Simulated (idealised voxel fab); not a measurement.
process module | voxel self aligned vias
cross-section cut | 235 nm wide | cells 5 nm
A cross-section is a grid of square cells, given in bands from the top down. A band is one or more rows of cells.
Each band's line starts with the height of the band's top and of its bottom, in nm. Then come its materials from left to right, each with its width in nm. One material with "throughout" fills the band from edge to edge. "air" is empty space.
Height 0 is the level under which the wafer as received is all one material. The lowest band goes on downwards, as in "0 down".
A width such as "30 to 40" changes by the same amount from each row of cells to the next, from the band's top row to its bottom row.
"no change" after a step means that no cell of the cross-section changed.
closed voids: empty space of 8 cells or more with no open way to the top, each as width x height at its distance from the left edge, in nm
after a step's settings: what the simulator itself notes on the step
overlay nm, on a step with a mask: how far to the right of its planned place the mask lay; to the left if negative
plan
1 op RECEIVE | material Si
2 op CONFORMAL_DEP | material SiO2 | thk nm 10
3 op CONFORMAL_DEP | material SiCN | thk nm 5
4 op DIRECTIONAL_DEP | material SiO2 | thk nm 20
5 op PATTERN | tone open | mask id LINES | material resist | width nm 30 | pitch nm 70 | thk nm 20 | overlay nm 0
6 op DIRECTIONAL_ETCH | etch materials SiO2 | depth nm 20
7 op STRIP | etch materials resist
8 op CONFORMAL_DEP | material TiN | thk nm 5
9 op FILL_DEP | material Ru | thk nm 5
10 op CMP | height nm 35
11 op SELECTIVE_ETCH | etch materials W Ru TiN | depth nm 10
12 op FILL_DEP | material SiN | thk nm 5
13 op CMP | height nm 35
14 op DIRECTIONAL_DEP | material SiO2 | thk nm 15
15 op DIRECTIONAL_DEP | material aC | thk nm 15
16 op PATTERN | tone open | mask id VIAS | material resist | width nm 50 | pitch nm 70 | thk nm 35 | overlay nm 0
17 op DIRECTIONAL_ETCH | etch materials aC | depth nm 15
18 op STRIP | etch materials resist
19 op DIRECTIONAL_ETCH | etch materials SiO2 | depth nm 15
20 op DIRECTIONAL_ETCH | etch materials SiN | depth nm 10
21 op STRIP | etch materials aC
22 op CONFORMAL_DEP | material TiN | thk nm 5
23 op FILL_DEP | material W | thk nm 5
24 op CMP | height nm 50
25 op CONFORMAL_DEP | material SiCN | thk nm 5
first wafer, as planned
as received, after step 1
  0 down: Si throughout
  closed voids: none
after step 2
  10 to 0: SiO2 throughout
  below 0: unchanged
after step 3
  15 to 10: SiCN throughout
  below 10: unchanged
after step 4
  35 to 15: SiO2 throughout
  below 15: unchanged
after step 5
  55 to 35: resist 30 | air 30 | resist 40 | air 30 | resist 40 | air 30 | resist 35
  below 35: unchanged
after step 6
  55 to 35: resist 30 | air 30 | resist 40 | air 30 | resist 40 | air 30 | resist 35
  35 to 15: SiO2 30 | air 30 | SiO2 40 | air 30 | SiO2 40 | air 30 | SiO2 35
  below 15: unchanged
after step 7
  35 to 15: SiO2 30 | air 30 | SiO2 40 | air 30 | SiO2 40 | air 30 | SiO2 35
  below 15: unchanged
after step 8
  40 to 35: TiN 35 | air 20 | TiN 50 | air 20 | TiN 50 | air 20 | TiN 40
  35 to 20: SiO2 30 | TiN 5 | air 20 | TiN 5 | SiO2 40 | TiN 5 | air 20 | TiN 5 | SiO2 40 | TiN 5 | air 20 | TiN 5 | SiO2 35
  20 to 15: SiO2 30 | TiN 30 | SiO2 40 | TiN 30 | SiO2 40 | TiN 30 | SiO2 35
  below 15: unchanged
after step 9
  45 to 40: Ru throughout
  40 to 35: TiN 35 | Ru 20 | TiN 50 | Ru 20 | TiN 50 | Ru 20 | TiN 40
  35 to 20: SiO2 30 | TiN 5 | Ru 20 | TiN 5 | SiO2 40 | TiN 5 | Ru 20 | TiN 5 | SiO2 40 | TiN 5 | Ru 20 | TiN 5 | SiO2 35
  below 20: unchanged
after step 10
  35 to 20: SiO2 30 | TiN 5 | Ru 20 | TiN 5 | SiO2 40 | TiN 5 | Ru 20 | TiN 5 | SiO2 40 | TiN 5 | Ru 20 | TiN 5 | SiO2 35
  below 20: unchanged
after step 11
  35 to 25: SiO2 30 | air 30 | SiO2 40 | air 30 | SiO2 40 | air 30 | SiO2 35
  below 25: unchanged
after step 12
  40 to 35: SiN throughout
  35 to 25: SiO2 30 | SiN 30 | SiO2 40 | SiN 30 | SiO2 40 | SiN 30 | SiO2 35
  below 25: unchanged
after step 13
  35 to 25: SiO2 30 | SiN 30 | SiO2 40 | SiN 30 | SiO2 40 | SiN 30 | SiO2 35
  below 25: unchanged
after step 14
  50 to 35: SiO2 throughout
  below 35: unchanged
after step 15
  65 to 50: aC throughout
  below 50: unchanged
after step 16
  100 to 65: resist 20 | air 50 | resist 20 | air 50 | resist 20 | air 50 | resist 25
  below 65: unchanged
after step 17
  85 to 65: resist 20 | air 50 | resist 20 | air 50 | resist 20 | air 50 | resist 25
  65 to 50: aC 20 | air 50 | aC 20 | air 50 | aC 20 | air 50 | aC 25
  below 50: unchanged
after step 18
  65 to 50: aC 20 | air 50 | aC 20 | air 50 | aC 20 | air 50 | aC 25
  below 50: unchanged
after step 19
  65 to 50: aC 20 | air 50 | aC 20 | air 50 | aC 20 | air 50 | aC 25
  50 to 35: SiO2 20 | air 50 | SiO2 20 | air 50 | SiO2 20 | air 50 | SiO2 25
  below 35: unchanged
after step 20
  65 to 50: aC 20 | air 50 | aC 20 | air 50 | aC 20 | air 50 | aC 25
  50 to 35: SiO2 20 | air 50 | SiO2 20 | air 50 | SiO2 20 | air 50 | SiO2 25
  35 to 25: SiO2 30 | air 30 | SiO2 40 | air 30 | SiO2 40 | air 30 | SiO2 35
  below 25: unchanged
after step 21
  50 to 35: SiO2 20 | air 50 | SiO2 20 | air 50 | SiO2 20 | air 50 | SiO2 25
  below 35: unchanged
after step 22
  55 to 50: TiN 25 | air 40 | TiN 30 | air 40 | TiN 30 | air 40 | TiN 30
  50 to 40: SiO2 20 | TiN 5 | air 40 | TiN 5 | SiO2 20 | TiN 5 | air 40 | TiN 5 | SiO2 20 | TiN 5 | air 40 | TiN 5 | SiO2 25
  40 to 30: SiO2 20 to 30 | TiN 15 to 5 | air 20 | TiN 15 to 5 | SiO2 20 to 40 | TiN 15 to 5 | air 20 | TiN 15 to 5 | SiO2 20 to 40 | TiN 15 to 5 | air 20 | TiN 15 to 5 | SiO2 25 to 35
  30 to 25: SiO2 30 | TiN 30 | SiO2 40 | TiN 30 | SiO2 40 | TiN 30 | SiO2 35
  below 25: unchanged
after step 23
  60 to 55: W throughout
  55 to 50: TiN 25 | W 40 | TiN 30 | W 40 | TiN 30 | W 40 | TiN 30
  50 to 40: SiO2 20 | TiN 5 | W 40 | TiN 5 | SiO2 20 | TiN 5 | W 40 | TiN 5 | SiO2 20 | TiN 5 | W 40 | TiN 5 | SiO2 25
  40 to 30: SiO2 20 to 30 | TiN 15 to 5 | W 20 | TiN 15 to 5 | SiO2 20 to 40 | TiN 15 to 5 | W 20 | TiN 15 to 5 | SiO2 20 to 40 | TiN 15 to 5 | W 20 | TiN 15 to 5 | SiO2 25 to 35
  below 30: unchanged
after step 24
  50 to 40: SiO2 20 | TiN 5 | W 40 | TiN 5 | SiO2 20 | TiN 5 | W 40 | TiN 5 | SiO2 20 | TiN 5 | W 40 | TiN 5 | SiO2 25
  below 40: unchanged
after step 25
  55 to 50: SiCN throughout
  below 50: unchanged
second wafer: like start, like plan, one mistake. Through step 18 it matches the first wafer
when step 19 should have ended
  65 to 50: aC 20 | air 50 | aC 20 | air 50 | aC 20 | air 50 | aC 25
  50 to 35: SiO2 20 | air 50 | SiO2 20 | air 50 | SiO2 20 | air 50 | SiO2 25
  35 to 25: SiO2 20 | air 10 | SiN 30 | air 10 | SiO2 20 | air 10 | SiN 30 | air 10 | SiO2 20 | air 10 | SiN 30 | air 10 | SiO2 25
  25 to 20: SiO2 20 | air 10 | TiN 5 | Ru 20 | TiN 5 | air 10 | SiO2 20 | air 10 | TiN 5 | Ru 20 | TiN 5 | air 10 | SiO2 20 | air 10 | TiN 5 | Ru 20 | TiN 5 | air 10 | SiO2 25
  below 20: unchanged
when step 20 should have ended
  65 to 50: aC 20 | air 50 | aC 20 | air 50 | aC 20 | air 50 | aC 25
  50 to 25: SiO2 20 | air 50 | SiO2 20 | air 50 | SiO2 20 | air 50 | SiO2 25
  below 25: unchanged
when step 21 should have ended
  50 to 25: SiO2 20 | air 50 | SiO2 20 | air 50 | SiO2 20 | air 50 | SiO2 25
  below 25: unchanged
when step 22 should have ended
  55 to 50: TiN 25 | air 40 | TiN 30 | air 40 | TiN 30 | air 40 | TiN 30
  50 to 30: SiO2 20 | TiN 5 | air 40 | TiN 5 | SiO2 20 | TiN 5 | air 40 | TiN 5 | SiO2 20 | TiN 5 | air 40 | TiN 5 | SiO2 25
  30 to 25: SiO2 20 | TiN 50 | SiO2 20 | TiN 50 | SiO2 20 | TiN 50 | SiO2 25
  25 to 20: SiO2 20 | TiN 15 | Ru 20 | TiN 15 | SiO2 20 | TiN 15 | Ru 20 | TiN 15 | SiO2 20 | TiN 15 | Ru 20 | TiN 15 | SiO2 25
  below 20: unchanged
when step 23 should have ended
  60 to 55: W throughout
  55 to 50: TiN 25 | W 40 | TiN 30 | W 40 | TiN 30 | W 40 | TiN 30
  50 to 30: SiO2 20 | TiN 5 | W 40 | TiN 5 | SiO2 20 | TiN 5 | W 40 | TiN 5 | SiO2 20 | TiN 5 | W 40 | TiN 5 | SiO2 25
  below 30: unchanged
when step 24 should have ended
  50 to 30: SiO2 20 | TiN 5 | W 40 | TiN 5 | SiO2 20 | TiN 5 | W 40 | TiN 5 | SiO2 20 | TiN 5 | W 40 | TiN 5 | SiO2 25
  below 30: unchanged
when step 25 should have ended
  55 to 50: SiCN throughout
  below 50: unchanged
what went wrong: step 19 was run twice
at the end the second wafer has, in cells: 36 fewer of SiO2 | 12 more of TiN | 24 more of W
